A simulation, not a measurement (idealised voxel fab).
Process module name: voxel plated lines
Cross-section cut spans 285 nm and uses square cells 5 nm in size.
How to read a cross-section here: the picture is a grid of square cells, written as bands going from the top down, and any band can span one or more rows of cells.
Top, bottom (nm), then materials left to right with widths (nm); lone material tagged "edge to edge" fills the whole band edge to edge; "empty" = empty space.
All heights in this document are referenced to 0, defined as the level beneath which the wafer, as received, consists entirely of one material. The lowest band is not bounded below; it extends indefinitely downward and is written in the form "0 down".
Think of "30 to 40" as a width that walks from the first number to the second as you go down the band, top row to bottom row, taking equal-sized steps from row to row.
Basically "no alteration" means that step didn't change any cell in the cross-section.
Enclosed voids (no open way to top), threshold 8 cells or more, entry "Fully sealed voids", notation width x height at distance, distance from left edge, nm.
Where a step's line continues beyond its settings, the continuation is a remark by the simulator itself on that step.
When a step includes a mask, the "overlay nm" setting on its line states how far to the right of its planned place that mask lay, and negative values state how far to the left.

### These are the steps we planned for the process
1) RECEIVE: material Si
2) CONFORMAL_DEP: material SiN, thk nm 10
3) DIRECTIONAL_DEP: material TiN, thk nm 5
4) PATTERN: tone open, mask id LINES, material resist, width nm 30, pitch nm 60, thk nm 15, overlay nm 0
5) EPI: material Ru, thk nm 10
6) STRIP: etch materials resist
7) DIRECTIONAL_ETCH: etch materials TiN, depth nm 5
8) CONFORMAL_DEP: material SiN, thk nm 10

### Delivered wafer in cross-section: state after step 1
* 0 down: Si edge to edge
* Fully sealed voids: none

### a wafer at the end: this start, this plan, one mistake
* 25 to 15: 85 nm empty  50 nm SiN  10 nm empty  50 nm SiN  90 nm empty
* 15 to 10: 85 nm empty  10 nm SiN  30 nm Ru  10 nm SiN  10 nm empty  10 nm SiN  30 nm Ru  10 nm SiN  90 nm empty
* 10 to 5: 95 nm SiN  30 nm Ru  30 nm SiN  30 nm Ru  100 nm SiN
* 5 to 0: 95 nm SiN  30 nm TiN  30 nm SiN  30 nm TiN  100 nm SiN
* 0 down: Si edge to edge
* Fully sealed voids: none
Diagnosis: it should be noted that step 2 of the plan was omitted and was not performed
